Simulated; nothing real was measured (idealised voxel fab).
process module | voxel capacitor over wiring
cross-section cut | 230 nm wide | cells 5 nm
A cross-section is a grid of square cells, given in bands from the top down. A band is one or more rows of cells.
Each band's line starts with the height of the band's top and of its bottom, in nm. Then come its materials from left to right, each with its width in nm. One material with "throughout" fills the band from edge to edge. "air" is empty space.
Height 0 is the level under which the wafer as received is all one material. The lowest band goes on downwards, as in "0 down".
A width such as "30 to 40" changes by the same amount from each row of cells to the next, from the band's top row to its bottom row.
"no change" after a step means that no cell of the cross-section changed.
closed voids: empty space of 8 cells or more with no open way to the top, each as width x height at its distance from the left edge, in nm
after a step's settings: what the simulator itself notes on the step
overlay nm, on a step with a mask: how far to the right of its planned place the mask lay; to the left if negative
plan
1 op RECEIVE | material Si
2 op CONFORMAL_DEP | material SiO2 | thk nm 10
3 op CONFORMAL_DEP | material SiCN | thk nm 5
4 op DIRECTIONAL_DEP | material lowk | thk nm 20
5 op MASKED_ETCH | tone open | mask id METAL_1 | width nm 30 | pitch nm 90 | etch materials lowk | depth nm 20 | overlay nm 0
6 op MASKED_ETCH | tone open | mask id METAL_1 | width nm 30 | pitch nm 90 | etch materials SiCN | depth nm 5 | overlay nm 0
7 op CONFORMAL_DEP | material TiN | thk nm 5
8 op FILL_DEP | material W | thk nm 10
9 op CMP | height nm 35
10 op EPI | material Ru | thk nm 5
11 op FILL_DEP | material SiCN | thk nm 5
12 op DIRECTIONAL_DEP | material SiO2 | thk nm 15
13 op MASKED_ETCH | tone open | mask id PLUG_1 | width nm 15 | etch materials SiO2 | depth nm 15 | overlay nm 0
14 op MASKED_ETCH | tone open | mask id PLUG_1 | width nm 15 | etch materials SiCN | depth nm 5 | overlay nm 0
15 op EPI | material Ru | thk nm 10
16 op EPI | material Ru | thk nm 10
17 op DIRECTIONAL_DEP | material TiN | thk nm 5
18 op DIRECTIONAL_DEP | material SiN | thk nm 5
19 op DIRECTIONAL_DEP | material TiN | thk nm 5
20 op PATTERN | tone cover | mask id UPPER_PLATE | material resist | width nm 65 | thk nm 15 | overlay nm 0
21 op DIRECTIONAL_ETCH | etch materials TiN | depth nm 5
22 op DIRECTIONAL_ETCH | etch materials SiN | depth nm 5
23 op STRIP | etch materials resist
24 op MASKED_ETCH | tone cover | mask id LOWER_PLATE | width nm 75 | etch materials TiN | depth nm 5 | overlay nm 0
25 op FILL_DEP | material SiO2 | thk nm 20
26 op CMP | height nm 90
27 op PATTERN | tone open | mask id PLUG_2 | material resist | width nm 15 | thk nm 20 | overlay nm 0
28 op DIRECTIONAL_ETCH | etch materials SiO2 | depth nm 15
29 op STRIP | etch materials resist
30 op CONFORMAL_DEP | material TiN | thk nm 5
31 op FILL_DEP | material Ru | thk nm 10
32 op CMP | height nm 90
33 op CONFORMAL_DEP | material SiN | thk nm 5
first wafer, as planned
as received, after step 1
  0 down: Si throughout
  closed voids: none
after step 2
  10 to 0: SiO2 throughout
  below 0: unchanged
after step 3
  15 to 10: SiCN throughout
  below 10: unchanged
after step 4
  35 to 15: lowk throughout
  below 15: unchanged
after step 5
  35 to 15: lowk 55 | air 30 | lowk 60 | air 30 | lowk 55
  below 15: unchanged
after step 6
  35 to 15: lowk 55 | air 30 | lowk 60 | air 30 | lowk 55
  15 to 10: SiCN 55 | air 30 | SiCN 60 | air 30 | SiCN 55
  below 10: unchanged
after step 7
  40 to 35: TiN 60 | air 20 | TiN 70 | air 20 | TiN 60
  35 to 15: lowk 55 | TiN 5 | air 20 | TiN 5 | lowk 60 | TiN 5 | air 20 | TiN 5 | lowk 55
  15 to 10: SiCN 55 | TiN 30 | SiCN 60 | TiN 30 | SiCN 55
  below 10: unchanged
after step 8
  50 to 40: W throughout
  40 to 35: TiN 60 | W 20 | TiN 70 | W 20 | TiN 60
  35 to 15: lowk 55 | TiN 5 | W 20 | TiN 5 | lowk 60 | TiN 5 | W 20 | TiN 5 | lowk 55
  below 15: unchanged
after step 9
  35 to 15: lowk 55 | TiN 5 | W 20 | TiN 5 | lowk 60 | TiN 5 | W 20 | TiN 5 | lowk 55
  below 15: unchanged
after step 10
  40 to 35: air 50 | Ru 40 | air 50 | Ru 40 | air 50
  below 35: unchanged
after step 11
  45 to 40: SiCN throughout
  40 to 35: SiCN 50 | Ru 40 | SiCN 50 | Ru 40 | SiCN 50
  below 35: unchanged
after step 12
  60 to 45: SiO2 throughout
  below 45: unchanged
after step 13
  60 to 45: SiO2 70 | air 15 | SiO2 145
  below 45: unchanged
after step 14
  60 to 45: SiO2 70 | air 15 | SiO2 145
  45 to 40: SiCN 70 | air 15 | SiCN 145
  below 40: unchanged
after step 15
  60 to 50: SiO2 70 | air 15 | SiO2 145
  50 to 45: SiO2 70 | Ru 15 | SiO2 145
  45 to 40: SiCN 70 | Ru 15 | SiCN 145
  below 40: unchanged
after step 16
  60 to 45: SiO2 70 | Ru 15 | SiO2 145
  below 45: unchanged
after step 17
  65 to 60: TiN throughout
  below 60: unchanged
after step 18
  70 to 65: SiN throughout
  below 65: unchanged
after step 19
  75 to 70: TiN throughout
  below 70: unchanged
after step 20
  90 to 75: air 70 | resist 65 | air 95
  below 75: unchanged
after step 21
  90 to 75: air 70 | resist 65 | air 95
  75 to 70: air 70 | TiN 65 | air 95
  below 70: unchanged
after step 22
  90 to 75: air 70 | resist 65 | air 95
  75 to 70: air 70 | TiN 65 | air 95
  70 to 65: air 70 | SiN 65 | air 95
  below 65: unchanged
after step 23
  75 to 70: air 70 | TiN 65 | air 95
  below 70: unchanged
after step 24
  75 to 70: air 70 | TiN 65 | air 95
  70 to 65: air 70 | SiN 65 | air 95
  65 to 60: air 65 | TiN 75 | air 90
  below 60: unchanged
after step 25
  95 to 75: SiO2 throughout
  75 to 70: SiO2 70 | TiN 65 | SiO2 95
  70 to 65: SiO2 70 | SiN 65 | SiO2 95
  65 to 60: SiO2 65 | TiN 75 | SiO2 90
  below 60: unchanged
after step 26
  90 to 75: SiO2 throughout
  below 75: unchanged
after step 27
  110 to 90: resist 80 | air 15 | resist 135
  below 90: unchanged
after step 28
  110 to 90: resist 80 | air 15 | resist 135
  90 to 75: SiO2 80 | air 15 | SiO2 135
  below 75: unchanged
after step 29
  90 to 75: SiO2 80 | air 15 | SiO2 135
  below 75: unchanged
after step 30
  95 to 90: TiN 85 | air 5 | TiN 140
  90 to 80: SiO2 80 | TiN 5 | air 5 | TiN 5 | SiO2 135
  80 to 70: SiO2 80 to 70 | TiN 15 to 65 | SiO2 135 to 95
  below 70: unchanged
after step 31
  105 to 95: Ru throughout
  95 to 90: TiN 85 | Ru 5 | TiN 140
  90 to 80: SiO2 80 | TiN 5 | Ru 5 | TiN 5 | SiO2 135
  below 80: unchanged
after step 32
  90 to 80: SiO2 80 | TiN 5 | Ru 5 | TiN 5 | SiO2 135
  below 80: unchanged
after step 33
  95 to 90: SiN throughout
  below 90: unchanged
second wafer: like start, like plan, one mistake. Through step 31 it matches the first wafer
when step 32 should have ended: no change
when step 33 should have ended
  110 to 105: SiN throughout
  below 105: unchanged
what went wrong: step 32 was left out
at the end the second wafer has, in cells: 93 more of Ru | 45 more of TiN
